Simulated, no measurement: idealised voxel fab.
voxel gate over fins: a process module
Square cells of 5 nm make up the cross-section cut, whose width is 300 nm.
Heads up, the way a cross-section reads in here is a grid of square cells, handed over as bands from the top down, with every band being one or more rows of cells. Heights first: top, then bottom, in nm. Then materials, left to right, each with a width in nm. "all across" on a single material: fills the band edge to edge. "empty": empty space. Where do heights start? At 0: under that level the wafer as delivered is made of one material only. And the lowest band has no floor; it just carries on downward, as in "0 and below". A two-number width, for instance "30..40", indicates that the width is equal to the first number in the top row of the band and to the second number in the bottom row, and that it changes by a constant amount per row of cells. "no modifications" -> step changed no cross-section cell. Under "Voids lacking openings" you'll find the enclosed gaps, the ones with no way out to the top, that are 8 cells or bigger; each reads width x height at distance, with distance counted from the left edge, everything in nm. Whatever follows a step's settings on its line is a remark the simulator itself makes about that step. overlay nm: step with mask; distance mask lay right of planned place; negative value = left of planned place.
PROCESS STEPS FORESEEN IN THE PLAN
1: RECEIVE [material Si]
2: CONFORMAL_DEP [material SiN] [thk nm 10]
3: PATTERN [tone cover] [mask id FINS] [material resist] [width nm 15] [pitch nm 40] [thk nm 15] [overlay nm 0]
4: DIRECTIONAL_ETCH [etch materials SiN] [depth nm 10]
5: DIRECTIONAL_ETCH [etch materials Si] [depth nm 35]
6: STRIP [etch materials resist]
7: FILL_DEP [material SiO2] [thk nm 15]
8: CMP [height nm 10]
9: SELECTIVE_ETCH [etch materials SiO2] [depth nm 25]
10: STRIP [etch materials SiN]
11: CONFORMAL_DEP [material HfO2] [thk nm 5]
12: CONFORMAL_DEP [material TiN] [thk nm 5]
13: FILL_DEP [material W] [thk nm 15]
14: CMP [height nm 20]
15: CONFORMAL_DEP [material SiN] [thk nm 5]
Heads up: all these wafers start the same, and what changes between them is the width nm in step 3. The value you see in the plan is just what the first wafer got.
CROSS-SECTION OF THE FIRST INCOMING WAFER OF SEVERAL, STATE AFTER STEP 1
	0 and below | Si all across
	Voids lacking openings: none
GAINED (+) OR LOST (-) CELLS OF EACH MATERIAL SINCE RECEIPT, THEN CLOSED VOIDS: ONE ROW PER WAFER, AT THE END OF THE MODULE
width nm 15 | +72 HfO2 | -378 Si | +60 SiN | +216 SiO2 | +72 TiN | +258 W | Voids lacking openings: none
width nm 20 | +72 HfO2 | -364 Si | +60 SiN | +208 SiO2 | +72 TiN | +252 W | Voids lacking openings: none
width nm 25 | +72 HfO2 | -350 Si | +60 SiN | +200 SiO2 | +69 TiN | +249 W | Voids lacking openings: none
